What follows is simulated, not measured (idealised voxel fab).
process module | voxel trench capacitor
cross-section cut | 185 nm wide | cells 5 nm
A cross-section is a grid of square cells, given in bands from the top down. A band is one or more rows of cells.
Each band's line starts with the height of the band's top and of its bottom, in nm. Then come its materials from left to right, each with its width in nm. One material with "throughout" fills the band from edge to edge. "air" is empty space.
Height 0 is the level under which the wafer as received is all one material. The lowest band goes on downwards, as in "0 down".
A width such as "30 to 40" changes by the same amount from each row of cells to the next, from the band's top row to its bottom row.
"no change" after a step means that no cell of the cross-section changed.
closed voids: empty space of 8 cells or more with no open way to the top, each as width x height at its distance from the left edge, in nm
after a step's settings: what the simulator itself notes on the step
overlay nm, on a step with a mask: how far to the right of its planned place the mask lay; to the left if negative
plan
1 op RECEIVE | material Si
2 op CONFORMAL_DEP | material SiN | thk nm 5
3 op DIRECTIONAL_DEP | material aC | thk nm 10
4 op PATTERN | tone open | mask id TRENCH | material resist | width nm 20 | pitch nm 45 | thk nm 25 | overlay nm 0
5 op DIRECTIONAL_ETCH | etch materials aC | depth nm 10
6 op STRIP | etch materials resist
7 op DIRECTIONAL_ETCH | etch materials SiN | depth nm 5
8 op DIRECTIONAL_ETCH | etch materials Si | depth nm 40
9 op STRIP | etch materials aC
10 op CONFORMAL_DEP | material Al2O3 | thk nm 5
11 op FILL_DEP | material polySi | thk nm 10
12 op CMP | height nm 5
as received, after step 1
  0 down: Si throughout
  closed voids: none
a wafer at the end: this start, this plan, one mistake
  5 to 0: SiN 15 | Al2O3 5 | polySi 10 | Al2O3 5 | SiN 25 | Al2O3 5 | polySi 10 | Al2O3 5 | SiN 25 | Al2O3 5 | polySi 10 | Al2O3 5 | SiN 25 | Al2O3 5 | polySi 10 | Al2O3 5 | SiN 15
  0 to -45: Si 15 | Al2O3 5 | polySi 10 | Al2O3 5 | Si 25 | Al2O3 5 | polySi 10 | Al2O3 5 | Si 25 | Al2O3 5 | polySi 10 | Al2O3 5 | Si 25 | Al2O3 5 | polySi 10 | Al2O3 5 | Si 15
  -45 to -50: Si 15 | Al2O3 20 | Si 25 | Al2O3 20 | Si 25 | Al2O3 20 | Si 25 | Al2O3 20 | Si 15
  -50 down: Si throughout
  closed voids: none
what went wrong: step 8 ran as: op DIRECTIONAL_ETCH | etch materials Si | depth nm 50
